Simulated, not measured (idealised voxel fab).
The process module presented herein is designated voxel quadruple lines.
Square cells of 5 nm make up the cross-section cut, whose width is 195 nm.
In what follows, cross-sections appear as grids of square cells, described through bands that run from the top down, where every band is one or more rows of cells.
First you get the band's top height and its bottom height, in nm, and then the materials it's made of, left to right, with each width in nm. If you see a single material with "full width", that one covers the band edge to edge. "air" is empty space.
All heights in this document are referenced to 0, defined as the level beneath which the wafer, as received, consists entirely of one material. The lowest band is not bounded below; it extends indefinitely downward and is written in the form "0 and below".
A width such as "30..40" changes by the same amount from each row of cells to the next, from the band's top row to its bottom row.
For the purposes of this document, the phrase "no alterations made" attached to a step denotes that no cell within the cross-section was modified by that step.
"Listed closed voids": sealed empty spaces, 8 cells or more, no open way to top, listed width x height at distance, with distance from the left edge and width, height and distance in nm.
Past the settings on a step's line: simulator remark, on that step.
The "overlay nm" setting may appear on a step's line; for a step that uses a mask, it gives how far to the right of its planned position the mask lay, and a negative value indicates the left.
The process steps that were planned are listed below:
1: RECEIVE,material Si
2: CONFORMAL_DEP,material Al2O3,thk nm 5
3: DIRECTIONAL_DEP,material W,thk nm 10
4: DIRECTIONAL_DEP,material polySi,thk nm 15
5: DIRECTIONAL_DEP,material aC,thk nm 25
6: PATTERN,tone cover,mask id MANDREL,material resist,width nm 25,thk nm 35,overlay nm 0
7: DIRECTIONAL_ETCH,etch materials aC,depth nm 25
8: STRIP,etch materials resist
9: CONFORMAL_DEP,material SiO2,thk nm 15
10: DIRECTIONAL_ETCH,etch materials SiO2,depth nm 15
11: STRIP,etch materials aC
12: DIRECTIONAL_ETCH,etch materials polySi,depth nm 15
13: STRIP,etch materials SiO2
14: CONFORMAL_DEP,material SiCN,thk nm 5
15: DIRECTIONAL_ETCH,etch materials SiCN,depth nm 5
16: STRIP,etch materials polySi
17: DIRECTIONAL_ETCH,etch materials W,depth nm 10
18: STRIP,etch materials SiCN
19: FILL_DEP,material SiO2,thk nm 5
20: CMP,height nm 15
Cross-section of the incoming wafer, state after step 1:
* 0 and below | Si full width
* Listed closed voids: none
Looking at the first of two wafers in cross-section at end of module - ran to plan:
* 15 down to 5 | SiO2 65 nm; W 5 nm; SiO2 15 nm; W 5 nm; SiO2 15 nm; W 5 nm; SiO2 15 nm; W 5 nm; SiO2 65 nm
* 5 down to 0 | Al2O3 full width
* 0 and below | Si full width
* Listed closed voids: none
Presented here is a cross-section of the second of the two wafers as it stood at the end of the module. It was started in the same manner and assigned the same plan as the first wafer; however, one mistake was made in its execution:
* 15 down to 5 | SiO2 80 nm; W 5 nm; SiO2 25 nm; W 5 nm; SiO2 80 nm
* 5 down to 0 | Al2O3 full width
* 0 and below | Si full width
* Listed closed voids: none
Nonconformance to the process plan: step 6 ran differently from the plan; actual operation with settings: PATTERN,tone open,mask id MANDREL,material resist,width nm 25,thk nm 35,overlay nm 0
Final cells, second wafer relative to first, materials higher or lower: SiO2 +4, W -4
